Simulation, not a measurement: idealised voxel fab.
Process module heading - voxel released beams
cross-section cut | 155 nm wide | cells 5 nm
Each cross-section below is a grid of square cells, stated as bands in top-down order, with one or more rows of cells making up each band. In this notation a band is specified by the heights of its top and bottom, in that order and in nm, after which its materials appear from left to right, each paired with its width in nm. The word "everywhere" attached to a single material means that material fills the band from edge to edge; the word "blank" stands for empty space. Basically, 0 is our baseline, since under it the wafer straight out of the box is all one material. The bottom band has no lower end and keeps on going down, so it looks like "0 down". A width such as "30->40" changes by the same amount from each row of cells to the next, from the band's top row to its bottom row. What does "identical to before" mean for a step? It means no cell of the cross-section changed in that step. Look at "Voids, sealed" for the closed voids: empty spaces with no open path to the top, sized 8 cells or up. Each is width x height at distance, distance from the left edge, all nm. Anything after a step's settings on that line? It's the simulator's own note about the step. You can add "overlay nm" to a step's line. For a step with a mask, it describes how far the mask lay to the right of its planned position, and a negative number describes a lay to the left.
The process steps that were planned are listed below:
1 RECEIVE: material Si
2 CONFORMAL_DEP: material Al2O3, thk nm 5
3 DIRECTIONAL_DEP: material SiO2, thk nm 10
4 DIRECTIONAL_DEP: material aC, thk nm 15
5 PATTERN: tone open, mask id ANCHOR, material resist, width nm 40, thk nm 35, overlay nm 0
6 DIRECTIONAL_ETCH: etch materials aC, depth nm 15
7 STRIP: etch materials resist
8 DIRECTIONAL_ETCH: etch materials SiO2, depth nm 10
9 STRIP: etch materials aC
10 CONFORMAL_DEP: material SiN, thk nm 15
11 MASKED_ETCH: tone cover, mask id BEAM, width nm 100, etch materials SiN, depth nm 15, overlay nm 0
12 STRIP: etch materials SiO2
Cross-section of the incoming wafer, state after step 1:
> 0 down  Si everywhere
> Voids, sealed: none
Cross-section, first of two wafers, end of module, run as planned:
> 30 to 20  blank 25; SiN 20; blank 10; SiN 70; blank 30
> 20 to 15  blank 25; SiN 100; blank 30
> 15 to 5  blank 30; SiN 40; blank 85
> 5 to 0  Al2O3 everywhere
> 0 down  Si everywhere
> Voids, sealed: none
End of module, second wafer, cross-section. Started like the first, planned like the first, run with one mistake:
> 45 to 30  blank 25; SiN 100; blank 30
> 30 to 15  SiN everywhere
> 15 to 5  SiO2 30; SiN 40; SiO2 85
> 5 to 0  Al2O3 everywhere
> 0 down  Si everywhere
> Voids, sealed: none
What broke from the plan during processing? twice over, step 10 of the plan was run
Final tally in cells, some materials are higher or lower on the second wafer than on the first: 97 more of SiN | 46 more of SiO2
